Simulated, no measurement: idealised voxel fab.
Documented hereafter: the process module known as voxel capacitor over wiring.
FYI the section here is cut, 225 nm wide, cells are 5 nm squares.
A cross-section in this document is a grid of square cells, and it is written down as bands, the top band listed before the ones below it; a band is made up of one or more rows of cells. Look at the band entry: it leads with the top's height and the bottom's height in nm. Then it lists the materials left to right, with a width in nm for each. The word "all across" on a single material says that material fills the band edge to edge. The word "empty" is empty space. Ref level 0: as-received wafer is one material below here. Bottom band extends down with no lower bound ("top 0, no bottom"). The notation "30 to 40" denotes a width that varies across the rows of cells in the band, beginning at the first number in the top row, finishing at the second number in the bottom row, and changing by an identical amount from each row to the next. "left unchanged", as given for a step, is the statement that not any cell of the cross-section underwent a change during that step. The list in "Voids, enclosed" covers empty spaces of 8 cells or more that cannot reach the top through any open way, and it gives each as width x height at distance; the distance is from the left edge, and width, height and distance are in nm. What comes after the settings on a step's line is commentary from the simulator itself on that step. overlay nm: for a step with a mask, the amount by which the mask lay right of where it was planned; a negative amount means left of it.
The planned process steps are enumerated hereunder:
1: RECEIVE with material Si
2: CONFORMAL_DEP with material SiO2, thk nm 15
3: DIRECTIONAL_DEP with material TiN, thk nm 5
4: DIRECTIONAL_DEP with material W, thk nm 15
5: MASKED_ETCH with tone cover, mask id METAL_1, width nm 25, pitch nm 95, etch materials W, depth nm 15, overlay nm 0
6: MASKED_ETCH with tone cover, mask id METAL_1, width nm 25, pitch nm 95, etch materials TiN, depth nm 5, overlay nm 0
7: CONFORMAL_DEP with material SiCN, thk nm 5
8: FILL_DEP with material lowk, thk nm 5
9: CMP with height nm 35
10: CONFORMAL_DEP with material SiCN, thk nm 5
11: DIRECTIONAL_DEP with material lowk, thk nm 15
12: PATTERN with tone open, mask id PLUG_1, material resist, width nm 15, thk nm 20, overlay nm 0
13: DIRECTIONAL_ETCH with etch materials lowk, depth nm 15
14: DIRECTIONAL_ETCH with etch materials SiCN, depth nm 5
15: STRIP with etch materials resist
16: CONFORMAL_DEP with material TiN, thk nm 5
17: FILL_DEP with material Ru, thk nm 10
18: CMP with height nm 55
19: DIRECTIONAL_DEP with material TiN, thk nm 5
20: DIRECTIONAL_DEP with material SiN, thk nm 5
21: DIRECTIONAL_DEP with material TiN, thk nm 5
22: PATTERN with tone cover, mask id UPPER_PLATE, material resist, width nm 75, thk nm 15, overlay nm 0
23: DIRECTIONAL_ETCH with etch materials TiN, depth nm 5
24: DIRECTIONAL_ETCH with etch materials SiN, depth nm 5
25: STRIP with etch materials resist
26: MASKED_ETCH with tone cover, mask id LOWER_PLATE, width nm 85, etch materials TiN, depth nm 5, overlay nm 0
27: FILL_DEP with material SiO2, thk nm 20
28: CMP with height nm 85
29: MASKED_ETCH with tone open, mask id PLUG_2, width nm 15, etch materials SiO2, depth nm 15, overlay nm 0
30: CONFORMAL_DEP with material TiN, thk nm 5
31: FILL_DEP with material Ru, thk nm 10
32: CMP with height nm 85
33: CONFORMAL_DEP with material SiN, thk nm 5
First of two wafers, with the run carried out as planned:
Wafer as received: cross-section following step 1:
- top 0, no bottom = Si all across
- Voids, enclosed: none
The following cross-section depicts the wafer upon completion of step 2:
- top 15, bottom 0 = SiO2 all across
- No changes below 0.
The following cross-section depicts the wafer upon completion of step 3:
- top 20, bottom 15 = TiN all across
- No changes below 15.
The following cross-section depicts the wafer upon completion of step 4:
- top 35, bottom 20 = W all across
- No changes below 20.
The following cross-section depicts the wafer upon completion of step 5:
- top 35, bottom 20 = 50 empty; 25 W; 70 empty; 25 W; 55 empty
- No changes below 20.
The following cross-section depicts the wafer upon completion of step 6:
- top 35, bottom 20 = 50 empty; 25 W; 70 empty; 25 W; 55 empty
- top 20, bottom 15 = 50 empty; 25 TiN; 70 empty; 25 TiN; 55 empty
- No changes below 15.
The following cross-section depicts the wafer upon completion of step 7:
- top 40, bottom 35 = 45 empty; 35 SiCN; 60 empty; 35 SiCN; 50 empty
- top 35, bottom 20 = 45 empty; 5 SiCN; 25 W; 5 SiCN; 60 empty; 5 SiCN; 25 W; 5 SiCN; 50 empty
- top 20, bottom 15 = 50 SiCN; 25 TiN; 70 SiCN; 25 TiN; 55 SiCN
- No changes below 15.
The following cross-section depicts the wafer upon completion of step 8:
- top 45, bottom 40 = lowk all across
- top 40, bottom 35 = 45 lowk; 35 SiCN; 60 lowk; 35 SiCN; 50 lowk
- top 35, bottom 20 = 45 lowk; 5 SiCN; 25 W; 5 SiCN; 60 lowk; 5 SiCN; 25 W; 5 SiCN; 50 lowk
- No changes below 20.
The following cross-section depicts the wafer upon completion of step 9:
- top 35, bottom 20 = 45 lowk; 5 SiCN; 25 W; 5 SiCN; 60 lowk; 5 SiCN; 25 W; 5 SiCN; 50 lowk
- No changes below 20.
The following cross-section depicts the wafer upon completion of step 10:
- top 40, bottom 35 = SiCN all across
- No changes below 35.
The following cross-section depicts the wafer upon completion of step 11:
- top 55, bottom 40 = lowk all across
- No changes below 40.
The following cross-section depicts the wafer upon completion of step 12:
- top 75, bottom 55 = 60 resist; 15 empty; 150 resist
- No changes below 55.
The following cross-section depicts the wafer upon completion of step 13:
- top 75, bottom 55 = 60 resist; 15 empty; 150 resist
- top 55, bottom 40 = 60 lowk; 15 empty; 150 lowk
- No changes below 40.
The following cross-section depicts the wafer upon completion of step 14:
- top 75, bottom 55 = 60 resist; 15 empty; 150 resist
- top 55, bottom 40 = 60 lowk; 15 empty; 150 lowk
- top 40, bottom 35 = 60 SiCN; 15 empty; 150 SiCN
- No changes below 35.
The following cross-section depicts the wafer upon completion of step 15:
- top 55, bottom 40 = 60 lowk; 15 empty; 150 lowk
- No changes below 40.
The following cross-section depicts the wafer upon completion of step 16:
- top 60, bottom 55 = 65 TiN; 5 empty; 155 TiN
- top 55, bottom 40 = 60 lowk; 5 TiN; 5 empty; 5 TiN; 150 lowk
- top 40, bottom 35 = 60 SiCN; 15 TiN; 150 SiCN
- No changes below 35.
The following cross-section depicts the wafer upon completion of step 17:
- top 70, bottom 60 = Ru all across
- top 60, bottom 55 = 65 TiN; 5 Ru; 155 TiN
- top 55, bottom 40 = 60 lowk; 5 TiN; 5 Ru; 5 TiN; 150 lowk
- No changes below 40.
The following cross-section depicts the wafer upon completion of step 18:
- top 55, bottom 40 = 60 lowk; 5 TiN; 5 Ru; 5 TiN; 150 lowk
- No changes below 40.
The following cross-section depicts the wafer upon completion of step 19:
- top 60, bottom 55 = TiN all across
- No changes below 55.
The following cross-section depicts the wafer upon completion of step 20:
- top 65, bottom 60 = SiN all across
- No changes below 60.
The following cross-section depicts the wafer upon completion of step 21:
- top 70, bottom 65 = TiN all across
- No changes below 65.
The following cross-section depicts the wafer upon completion of step 22:
- top 85, bottom 70 = 60 empty; 75 resist; 90 empty
- No changes below 70.
The following cross-section depicts the wafer upon completion of step 23:
- top 85, bottom 70 = 60 empty; 75 resist; 90 empty
- top 70, bottom 65 = 60 empty; 75 TiN; 90 empty
- No changes below 65.
The following cross-section depicts the wafer upon completion of step 24:
- top 85, bottom 70 = 60 empty; 75 resist; 90 empty
- top 70, bottom 65 = 60 empty; 75 TiN; 90 empty
- top 65, bottom 60 = 60 empty; 75 SiN; 90 empty
- No changes below 60.
The following cross-section depicts the wafer upon completion of step 25:
- top 70, bottom 65 = 60 empty; 75 TiN; 90 empty
- No changes below 65.
The following cross-section depicts the wafer upon completion of step 26:
- top 70, bottom 65 = 60 empty; 75 TiN; 90 empty
- top 65, bottom 60 = 60 empty; 75 SiN; 90 empty
- top 60, bottom 55 = 55 empty; 85 TiN; 85 empty
- No changes below 55.
The following cross-section depicts the wafer upon completion of step 27:
- top 90, bottom 70 = SiO2 all across
- top 70, bottom 65 = 60 SiO2; 75 TiN; 90 SiO2
- top 65, bottom 60 = 60 SiO2; 75 SiN; 90 SiO2
- top 60, bottom 55 = 55 SiO2; 85 TiN; 85 SiO2
- No changes below 55.
The following cross-section depicts the wafer upon completion of step 28:
- top 85, bottom 70 = SiO2 all across
- No changes below 70.
The following cross-section depicts the wafer upon completion of step 29:
- top 85, bottom 70 = 70 SiO2; 15 empty; 140 SiO2
- No changes below 70.
The following cross-section depicts the wafer upon completion of step 30:
- top 90, bottom 85 = 75 TiN; 5 empty; 145 TiN
- top 85, bottom 75 = 70 SiO2; 5 TiN; 5 empty; 5 TiN; 140 SiO2
- top 75, bottom 65 = 70 to 60 SiO2; 15 to 75 TiN; 140 to 90 SiO2
- No changes below 65.
The following cross-section depicts the wafer upon completion of step 31:
- top 100, bottom 90 = Ru all across
- top 90, bottom 85 = 75 TiN; 5 Ru; 145 TiN
- top 85, bottom 75 = 70 SiO2; 5 TiN; 5 Ru; 5 TiN; 140 SiO2
- No changes below 75.
The following cross-section depicts the wafer upon completion of step 32:
- top 85, bottom 75 = 70 SiO2; 5 TiN; 5 Ru; 5 TiN; 140 SiO2
- No changes below 75.
The following cross-section depicts the wafer upon completion of step 33:
- top 90, bottom 85 = SiN all across
- No changes below 85.
The second wafer: identical to the first at the outset and in its planned sequence, differing only in that one mistake was made during processing; up to and including step 2, its path is the first wafer's path:
Second wafer profile in section, at the moment step 3 of the plan was meant to be complete:
- top 20, bottom 0 = SiO2 all across
- No changes below 0.
Second wafer profile in section, at the moment step 4 of the plan was meant to be complete:
- top 35, bottom 20 = W all across
- No changes below 20.
Second wafer profile in section, at the moment step 5 of the plan was meant to be complete:
- top 35, bottom 20 = 50 empty; 25 W; 70 empty; 25 W; 55 empty
- No changes below 20.
Second wafer profile in section, at the moment step 6 of the plan was meant to be complete: left unchanged
Second wafer profile in section, at the moment step 7 of the plan was meant to be complete:
- top 40, bottom 35 = 45 empty; 35 SiCN; 60 empty; 35 SiCN; 50 empty
- top 35, bottom 25 = 45 empty; 5 SiCN; 25 W; 5 SiCN; 60 empty; 5 SiCN; 25 W; 5 SiCN; 50 empty
- top 25, bottom 20 = 50 SiCN; 25 W; 70 SiCN; 25 W; 55 SiCN
- No changes below 20.
Second wafer profile in section, at the moment step 8 of the plan was meant to be complete:
- top 45, bottom 40 = lowk all across
- top 40, bottom 35 = 45 lowk; 35 SiCN; 60 lowk; 35 SiCN; 50 lowk
- top 35, bottom 25 = 45 lowk; 5 SiCN; 25 W; 5 SiCN; 60 lowk; 5 SiCN; 25 W; 5 SiCN; 50 lowk
- No changes below 25.
Second wafer profile in section, at the moment step 9 of the plan was meant to be complete:
- top 35, bottom 25 = 45 lowk; 5 SiCN; 25 W; 5 SiCN; 60 lowk; 5 SiCN; 25 W; 5 SiCN; 50 lowk
- No changes below 25.
Second wafer profile in section, at the moment step 10 of the plan was meant to be complete:
- top 40, bottom 35 = SiCN all across
- No changes below 35.
Second wafer profile in section, at the moment step 11 of the plan was meant to be complete:
- top 55, bottom 40 = lowk all across
- No changes below 40.
Second wafer profile in section, at the moment step 12 of the plan was meant to be complete:
- top 75, bottom 55 = 60 resist; 15 empty; 150 resist
- No changes below 55.
Second wafer profile in section, at the moment step 13 of the plan was meant to be complete:
- top 75, bottom 55 = 60 resist; 15 empty; 150 resist
- top 55, bottom 40 = 60 lowk; 15 empty; 150 lowk
- No changes below 40.
Second wafer profile in section, at the moment step 14 of the plan was meant to be complete:
- top 75, bottom 55 = 60 resist; 15 empty; 150 resist
- top 55, bottom 40 = 60 lowk; 15 empty; 150 lowk
- top 40, bottom 35 = 60 SiCN; 15 empty; 150 SiCN
- No changes below 35.
Second wafer profile in section, at the moment step 15 of the plan was meant to be complete:
- top 55, bottom 40 = 60 lowk; 15 empty; 150 lowk
- No changes below 40.
Second wafer profile in section, at the moment step 16 of the plan was meant to be complete:
- top 60, bottom 55 = 65 TiN; 5 empty; 155 TiN
- top 55, bottom 40 = 60 lowk; 5 TiN; 5 empty; 5 TiN; 150 lowk
- top 40, bottom 35 = 60 SiCN; 15 TiN; 150 SiCN
- No changes below 35.
Second wafer profile in section, at the moment step 17 of the plan was meant to be complete:
- top 70, bottom 60 = Ru all across
- top 60, bottom 55 = 65 TiN; 5 Ru; 155 TiN
- top 55, bottom 40 = 60 lowk; 5 TiN; 5 Ru; 5 TiN; 150 lowk
- No changes below 40.
Second wafer profile in section, at the moment step 18 of the plan was meant to be complete:
- top 55, bottom 40 = 60 lowk; 5 TiN; 5 Ru; 5 TiN; 150 lowk
- No changes below 40.
Second wafer profile in section, at the moment step 19 of the plan was meant to be complete:
- top 60, bottom 55 = TiN all across
- No changes below 55.
Second wafer profile in section, at the moment step 20 of the plan was meant to be complete:
- top 65, bottom 60 = SiN all across
- No changes below 60.
Second wafer profile in section, at the moment step 21 of the plan was meant to be complete:
- top 70, bottom 65 = TiN all across
- No changes below 65.
Second wafer profile in section, at the moment step 22 of the plan was meant to be complete:
- top 85, bottom 70 = 60 empty; 75 resist; 90 empty
- No changes below 70.
Second wafer profile in section, at the moment step 23 of the plan was meant to be complete:
- top 85, bottom 70 = 60 empty; 75 resist; 90 empty
- top 70, bottom 65 = 60 empty; 75 TiN; 90 empty
- No changes below 65.
Second wafer profile in section, at the moment step 24 of the plan was meant to be complete:
- top 85, bottom 70 = 60 empty; 75 resist; 90 empty
- top 70, bottom 65 = 60 empty; 75 TiN; 90 empty
- top 65, bottom 60 = 60 empty; 75 SiN; 90 empty
- No changes below 60.
Second wafer profile in section, at the moment step 25 of the plan was meant to be complete:
- top 70, bottom 65 = 60 empty; 75 TiN; 90 empty
- No changes below 65.
Second wafer profile in section, at the moment step 26 of the plan was meant to be complete:
- top 70, bottom 65 = 60 empty; 75 TiN; 90 empty
- top 65, bottom 60 = 60 empty; 75 SiN; 90 empty
- top 60, bottom 55 = 55 empty; 85 TiN; 85 empty
- No changes below 55.
Second wafer profile in section, at the moment step 27 of the plan was meant to be complete:
- top 90, bottom 70 = SiO2 all across
- top 70, bottom 65 = 60 SiO2; 75 TiN; 90 SiO2
- top 65, bottom 60 = 60 SiO2; 75 SiN; 90 SiO2
- top 60, bottom 55 = 55 SiO2; 85 TiN; 85 SiO2
- No changes below 55.
Second wafer profile in section, at the moment step 28 of the plan was meant to be complete:
- top 85, bottom 70 = SiO2 all across
- No changes below 70.
Second wafer profile in section, at the moment step 29 of the plan was meant to be complete:
- top 85, bottom 70 = 70 SiO2; 15 empty; 140 SiO2
- No changes below 70.
Second wafer profile in section, at the moment step 30 of the plan was meant to be complete:
- top 90, bottom 85 = 75 TiN; 5 empty; 145 TiN
- top 85, bottom 75 = 70 SiO2; 5 TiN; 5 empty; 5 TiN; 140 SiO2
- top 75, bottom 65 = 70 to 60 SiO2; 15 to 75 TiN; 140 to 90 SiO2
- No changes below 65.
Second wafer profile in section, at the moment step 31 of the plan was meant to be complete:
- top 100, bottom 90 = Ru all across
- top 90, bottom 85 = 75 TiN; 5 Ru; 145 TiN
- top 85, bottom 75 = 70 SiO2; 5 TiN; 5 Ru; 5 TiN; 140 SiO2
- No changes below 75.
Second wafer profile in section, at the moment step 32 of the plan was meant to be complete:
- top 85, bottom 75 = 70 SiO2; 5 TiN; 5 Ru; 5 TiN; 140 SiO2
- No changes below 75.
Second wafer profile in section, at the moment step 33 of the plan was meant to be complete:
- top 90, bottom 85 = SiN all across
- No changes below 85.
What went wrong in running the wafer? in deviation from the planned setting, step 3 was conducted as DIRECTIONAL_DEP with material SiO2, thk nm 5
Final comparison by cell count, materials where the second wafer has more or fewer than the first: -4 SiCN, +45 SiO2, -10 TiN, -31 lowk
